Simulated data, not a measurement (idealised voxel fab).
process module | voxel capacitor over wiring
cross-section cut | 275 nm wide | cells 5 nm
A cross-section is a grid of square cells, given in bands from the top down. A band is one or more rows of cells.
Each band's line starts with the height of the band's top and of its bottom, in nm. Then come its materials from left to right, each with its width in nm. One material with "throughout" fills the band from edge to edge. "air" is empty space.
Height 0 is the level under which the wafer as received is all one material. The lowest band goes on downwards, as in "0 down".
A width such as "30 to 40" changes by the same amount from each row of cells to the next, from the band's top row to its bottom row.
"no change" after a step means that no cell of the cross-section changed.
closed voids: empty space of 8 cells or more with no open way to the top, each as width x height at its distance from the left edge, in nm
after a step's settings: what the simulator itself notes on the step
overlay nm, on a step with a mask: how far to the right of its planned place the mask lay; to the left if negative
plan
1 op RECEIVE | material Si
2 op CONFORMAL_DEP | material SiO2 | thk nm 10
3 op DIRECTIONAL_DEP | material TiN | thk nm 5
4 op DIRECTIONAL_DEP | material Ru | thk nm 15
5 op DIRECTIONAL_DEP | material aC | thk nm 10
6 op PATTERN | tone cover | mask id METAL_1 | material resist | width nm 25 | pitch nm 85 | thk nm 30 | overlay nm 0
7 op DIRECTIONAL_ETCH | etch materials aC | depth nm 10
8 op STRIP | etch materials resist
9 op DIRECTIONAL_ETCH | etch materials Ru | depth nm 15
10 op DIRECTIONAL_ETCH | etch materials TiN | depth nm 5
11 op STRIP | etch materials aC
12 op CONFORMAL_DEP | material SiN | thk nm 5
13 op FILL_DEP | material lowk | thk nm 5
14 op CMP | height nm 30
15 op CONFORMAL_DEP | material SiCN | thk nm 5
16 op DIRECTIONAL_DEP | material lowk | thk nm 20
17 op PATTERN | tone open | mask id PLUG_1 | material resist | width nm 15 | thk nm 15 | overlay nm 0
18 op DIRECTIONAL_ETCH | etch materials lowk | depth nm 20
19 op DIRECTIONAL_ETCH | etch materials SiCN | depth nm 5
20 op STRIP | etch materials resist
21 op EPI | material Ru | thk nm 10
22 op EPI | material Ru | thk nm 10
23 op EPI | material Ru | thk nm 5
24 op DIRECTIONAL_DEP | material TiN | thk nm 5
25 op DIRECTIONAL_DEP | material Al2O3 | thk nm 5
26 op DIRECTIONAL_DEP | material TiN | thk nm 5
27 op PATTERN | tone cover | mask id UPPER_PLATE | material resist | width nm 55 | thk nm 20 | overlay nm 0
28 op DIRECTIONAL_ETCH | etch materials TiN | depth nm 5
29 op DIRECTIONAL_ETCH | etch materials Al2O3 | depth nm 5
30 op STRIP | etch materials resist
31 op PATTERN | tone cover | mask id LOWER_PLATE | material resist | width nm 75 | thk nm 20 | overlay nm 0
32 op DIRECTIONAL_ETCH | etch materials TiN | depth nm 5
33 op STRIP | etch materials resist
34 op FILL_DEP | material SiO2 | thk nm 20
35 op CMP | height nm 85
36 op PATTERN | tone open | mask id PLUG_2 | material resist | width nm 15 | thk nm 20 | overlay nm 0
37 op DIRECTIONAL_ETCH | etch materials SiO2 | depth nm 15
38 op STRIP | etch materials resist
39 op CONFORMAL_DEP | material TiN | thk nm 5
40 op FILL_DEP | material W | thk nm 5
41 op CMP | height nm 85
42 op CONFORMAL_DEP | material SiCN | thk nm 5
varied across the wafers: width nm of step 27. The plan shows the first wafer's value. All wafers start alike
first wafer as received, after step 1
  0 down: Si throughout
  closed voids: none
each wafer at the end: cells of each material gained (+) or lost (-) since it was received, then its closed voids
width nm 55 | +11 Al2O3 | +45 Ru | +107 SiCN | +57 SiN | +394 SiO2 | +43 TiN | +2 W | +331 lowk | closed voids: none
width nm 60 | +12 Al2O3 | +45 Ru | +107 SiCN | +57 SiN | +392 SiO2 | +44 TiN | +2 W | +331 lowk | closed voids: none
width nm 65 | +13 Al2O3 | +45 Ru | +107 SiCN | +57 SiN | +390 SiO2 | +45 TiN | +2 W | +331 lowk | closed voids: none
width nm 70 | +14 Al2O3 | +45 Ru | +107 SiCN | +57 SiN | +388 SiO2 | +46 TiN | +2 W | +331 lowk | closed voids: none
width nm 75 | +15 Al2O3 | +45 Ru | +107 SiCN | +57 SiN | +386 SiO2 | +47 TiN | +2 W | +331 lowk | closed voids: none
width nm 80 | +16 Al2O3 | +45 Ru | +107 SiCN | +57 SiN | +384 SiO2 | +48 TiN | +2 W | +331 lowk | closed voids: none
